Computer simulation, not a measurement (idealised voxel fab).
Process module under the name voxel lift off
Xsec cut, 220 nm wide, square cell size 5 nm.
For the purposes of this document, a cross-section shall be understood as a grid of square cells, specified as bands listed in top-to-bottom order, each band consisting of one or more rows of cells. Quick guide to a band line: top height, bottom height (nm) up front; then every material left to right with its width in nm. Only one material and it's marked "everywhere"? Then it fills the band edge to edge. And "blank" just means empty space. All heights in this document are referenced to 0, defined as the level beneath which the wafer, as received, consists entirely of one material. The lowest band is not bounded below; it extends indefinitely downward and is written in the form "top 0, no bottom". Graded width ("30 to 40"): value in top row of band = first number; value in bottom row = second number; row-to-row change constant. Step marked "no change occurred"? Then no cell in the cross-section changed in it. The entry titled "Enclosed void inventory" provides the empty spaces that have no open way to the top, restricted to those of 8 cells or more. Each is presented as width x height at distance, the distance being measured from the left edge, with all three in nm. The remark found on a step's line after its settings is issued by the simulator itself and pertains to that step. overlay nm, on a step with a mask: how far to the right of its planned place the mask lay; to the left if negative.
### The planned process steps are enumerated hereunder
1. RECEIVE | material Si
2. CONFORMAL_DEP | material SiN | thk nm 15
3. PATTERN | tone open | mask id LINES | material resist | width nm 25 | pitch nm 40 | thk nm 20 | overlay nm 0
4. DIRECTIONAL_DEP | material Ru | thk nm 5
5. STRIP | etch materials resist
6. CONFORMAL_DEP | material SiN | thk nm 5
### First wafer out of two, processed as planned
### Delivered wafer in cross-section: state after step 1
> top 0, no bottom: Si everywhere
> Enclosed void inventory: none
### Cross-section through the wafer, step 2 finished
> top 15, bottom 0: SiN everywhere
> Below 0, the layers are the same as they were.
### Cross-section through the wafer, step 3 finished
> top 35, bottom 15: resist 55  blank 25  resist 15  blank 25  resist 15  blank 25  resist 60
> Below 15, the layers are the same as they were.
### Cross-section through the wafer, step 4 finished
> top 40, bottom 35: Ru 55  blank 25  Ru 15  blank 25  Ru 15  blank 25  Ru 60
> top 35, bottom 20: resist 55  blank 25  resist 15  blank 25  resist 15  blank 25  resist 60
> top 20, bottom 15: resist 55  Ru 25  resist 15  Ru 25  resist 15  Ru 25  resist 60
> Below 15, the layers are the same as they were.
### Cross-section through the wafer, step 5 finished
> top 20, bottom 15: blank 55  Ru 25  blank 15  Ru 25  blank 15  Ru 25  blank 60
> Below 15, the layers are the same as they were.
### Cross-section through the wafer, step 6 finished
> top 25, bottom 20: blank 50  SiN 35  blank 5  SiN 35  blank 5  SiN 35  blank 55
> top 20, bottom 15: SiN 55  Ru 25  SiN 15  Ru 25  SiN 15  Ru 25  SiN 60
> Below 15, the layers are the same as they were.
### Second wafer: same start and same plan as the first, one execution error; identical to the first through step 1
### Second wafer, section view, time point: scheduled end of step 2
> top 25, bottom 0: SiN everywhere
> Below 0, the layers are the same as they were.
### Second wafer, section view, time point: scheduled end of step 3
> top 45, bottom 25: resist 55  blank 25  resist 15  blank 25  resist 15  blank 25  resist 60
> Below 25, the layers are the same as they were.
### Second wafer, section view, time point: scheduled end of step 4
> top 50, bottom 45: Ru 55  blank 25  Ru 15  blank 25  Ru 15  blank 25  Ru 60
> top 45, bottom 30: resist 55  blank 25  resist 15  blank 25  resist 15  blank 25  resist 60
> top 30, bottom 25: resist 55  Ru 25  resist 15  Ru 25  resist 15  Ru 25  resist 60
> Below 25, the layers are the same as they were.
### Second wafer, section view, time point: scheduled end of step 5
> top 30, bottom 25: blank 55  Ru 25  blank 15  Ru 25  blank 15  Ru 25  blank 60
> Below 25, the layers are the same as they were.
### Second wafer, section view, time point: scheduled end of step 6
> top 35, bottom 30: blank 50  SiN 35  blank 5  SiN 35  blank 5  SiN 35  blank 55
> top 30, bottom 25: SiN 55  Ru 25  SiN 15  Ru 25  SiN 15  Ru 25  SiN 60
> Below 25, the layers are the same as they were.
Deviation from plan: for step 2, the planned setting was not used; the step was instead run as CONFORMAL_DEP | material SiN | thk nm 25
The final cell counts differ between the wafers, with the second having more or fewer of some materials than the first: +88 SiN
